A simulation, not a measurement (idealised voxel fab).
The process module that follows is named voxel ribs on slabs.
cross-section cut | 290 nm wide | cells 5 nm
In what follows, cross-sections appear as grids of square cells, described through bands that run from the top down, where every band is one or more rows of cells. What a band's entry tells you: where the top is and where the bottom is, as heights in nm, and after that what lies inside, material by material from left to right, each with its width in nm. Empty space is written as the word "blank", and a single material marked with the word "everywhere" occupies the band from edge to edge. We count height from 0. Below that, the starting wafer is all one material. The lowest band never ends at the bottom but goes on down; see "0 down" for how that is written. So if you see something like "30..40" for the width, read it as the top row of the band sitting at the first number and the bottom row at the second, with every row in between moving by the same amount as the last. It should be understood that the words "remained the same", when stated for a given step, signify that the cross-section underwent no change in any of its cells during that step. "Sealed voids" enumerates empty spaces isolated from the top, with no open way to it, that contain at least 8 cells, giving each as width x height at distance from the left edge, all three in nm. Text after the settings on a step's line: the simulator's own remark on that step. "overlay nm", when on a step's line for a step with a mask, measures how far to the right of its planned place the mask lay; a negative measure means to the left.
# Intended process steps
1,RECEIVE (material Si)
2,DIRECTIONAL_DEP (material SiO2; thk nm 25)
3,DIRECTIONAL_DEP (material polySi; thk nm 25)
4,PATTERN (tone cover; mask id RIB; material resist; width nm 30; thk nm 20; overlay nm 0)
5,DIRECTIONAL_ETCH (etch materials polySi; depth nm 10)
6,STRIP (etch materials resist)
7,MASKED_ETCH (tone cover; mask id SLAB; width nm 90; etch materials polySi; depth nm 15; overlay nm 0)
8,FILL_DEP (material SiO2; thk nm 25)
9,CMP (height nm 70)
10,DIRECTIONAL_DEP (material TiN; thk nm 5)
11,MASKED_ETCH (tone cover; mask id HEATER; width nm 40; etch materials TiN; depth nm 5; overlay nm 0)
12,CONFORMAL_DEP (material SiO2; thk nm 5)
# So this is the incoming wafer in cross-section - it's already been through step 1
    0 down: Si everywhere
    Sealed voids: none
# Look at the cross-section after the module: the wafer started out the way shown above and the plan was the one shown above, yet one mistake was made along the way
    80 to 75: blank (125), then SiO2 (45), then blank (120)
    75 to 70: SiO2 (130), then TiN (35), then SiO2 (125)
    70 to 50: SiO2 everywhere
    50 to 40: SiO2 (130), then polySi (30), then SiO2 (130)
    40 to 25: SiO2 (100), then polySi (90), then SiO2 (100)
    25 to 0: SiO2 everywhere
    0 down: Si everywhere
    Sealed voids: none
The plan and the run diverged here: step 11 was not run as planned; what actually ran was MASKED_ETCH (tone cover; mask id HEATER; width nm 35; etch materials TiN; depth nm 5; overlay nm 0)
